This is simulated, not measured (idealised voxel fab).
You're looking at the process module voxel self aligned vias.
Shown is cross-section cut, with a width of 255 nm and square cells of size 5 nm.
Cross-sections here: square-cell grids, written as top-down lists of bands, a band being one or more rows of cells. Read a band's entry like this: the first values are the height of its top and the height of its bottom in nm, and what follows is the sequence of materials from left to right, each with its width in nm. Note that "blank" is empty space, and that a single material marked "everywhere" reaches across the band from edge to edge. Heights from 0 (as-received wafer is one material below). Bottom band endless downward, as "0 nm and below". The two numbers in a width such as "30->40" mark its ends across the band: the first belongs to the top row of cells, the second to the bottom row, and from each row to the next the width moves by the same amount. Basically "remained the same" means that step didn't change any cell in the cross-section. Reported under the label "Enclosed void inventory" are the empty spaces having no open way to the top and comprising 8 cells or more; the notation for each is width x height at distance, in which the distance is measured from the left edge and all three values are in nm. The remark found on a step's line after its settings is issued by the simulator itself and pertains to that step. Each step line may optionally specify "overlay nm", which for a step with a mask gives the rightward distance between the mask's planned place and where it lay, a negative value indicating the leftward direction.
The planned process steps are enumerated hereunder
1. RECEIVE (material Si)
2. CONFORMAL_DEP (material SiO2; thk nm 15)
3. CONFORMAL_DEP (material SiCN; thk nm 5)
4. DIRECTIONAL_DEP (material SiO2; thk nm 20)
5. PATTERN (tone open; mask id LINES; material resist; width nm 30; pitch nm 80; thk nm 20; overlay nm 0)
6. DIRECTIONAL_ETCH (etch materials SiO2; depth nm 20)
7. STRIP (etch materials resist)
8. CONFORMAL_DEP (material TiN; thk nm 5)
9. FILL_DEP (material W; thk nm 10)
10. CMP (height nm 40)
11. SELECTIVE_ETCH (etch materials W Ru TiN; depth nm 5)
12. FILL_DEP (material SiN; thk nm 10)
13. CMP (height nm 40)
14. DIRECTIONAL_DEP (material SiO2; thk nm 20)
15. DIRECTIONAL_DEP (material aC; thk nm 15)
16. PATTERN (tone open; mask id VIAS; material resist; width nm 50; thk nm 30; overlay nm 0)
17. DIRECTIONAL_ETCH (etch materials aC; depth nm 15)
18. STRIP (etch materials resist)
19. DIRECTIONAL_ETCH (etch materials SiO2; depth nm 20)
20. DIRECTIONAL_ETCH (etch materials SiN; depth nm 5)
21. STRIP (etch materials aC)
22. CONFORMAL_DEP (material TiN; thk nm 5)
23. FILL_DEP (material Cu; thk nm 5)
24. CMP (height nm 60)
25. CONFORMAL_DEP (material SiN; thk nm 5)
As-received state of the wafer in cross-section, equivalent to post-step 1
	0 nm and below | Si everywhere
	Enclosed void inventory: none
Cross-section taken at module completion on the first of two wafers; processed per the plan
	65 nm to 60 nm | SiN everywhere
	60 nm to 45 nm | SiO2=60, TiN=5, Cu=40, TiN=5, SiO2=145
	45 nm to 40 nm | SiO2=60, TiN=15, Cu=20, TiN=15, SiO2=145
	40 nm to 35 nm | SiO2=70, TiN=30, SiO2=50, SiN=30, SiO2=75
	35 nm to 25 nm | SiO2=70, TiN=5, W=20, TiN=5, SiO2=50, TiN=5, W=20, TiN=5, SiO2=75
	25 nm to 20 nm | SiO2=70, TiN=30, SiO2=50, TiN=30, SiO2=75
	20 nm to 15 nm | SiCN everywhere
	15 nm to 0 nm | SiO2 everywhere
	0 nm and below | Si everywhere
	Enclosed void inventory: none
Second wafer of the two, sectioned at the end of the module. It began like the first and followed the same plan, but one mistake was made while running it
	65 nm to 60 nm | SiN everywhere
	60 nm to 40 nm | Cu everywhere
	40 nm to 35 nm | SiO2=70, SiN=30, SiO2=50, SiN=30, SiO2=75
	35 nm to 25 nm | SiO2=70, TiN=5, W=20, TiN=5, SiO2=50, TiN=5, W=20, TiN=5, SiO2=75
	25 nm to 20 nm | SiO2=70, TiN=30, SiO2=50, TiN=30, SiO2=75
	20 nm to 15 nm | SiCN everywhere
	15 nm to 0 nm | SiO2 everywhere
	0 nm and below | Si everywhere
	Enclosed void inventory: none
Here's what went sideways: planned and actual differ for step 14; actual: DIRECTIONAL_DEP (material Cu; thk nm 20)
Counted in cells at the end, the second wafer holds more or fewer of these materials than the first: 176 more of Cu | 6 more of SiN | 164 fewer of SiO2 | 18 fewer of TiN
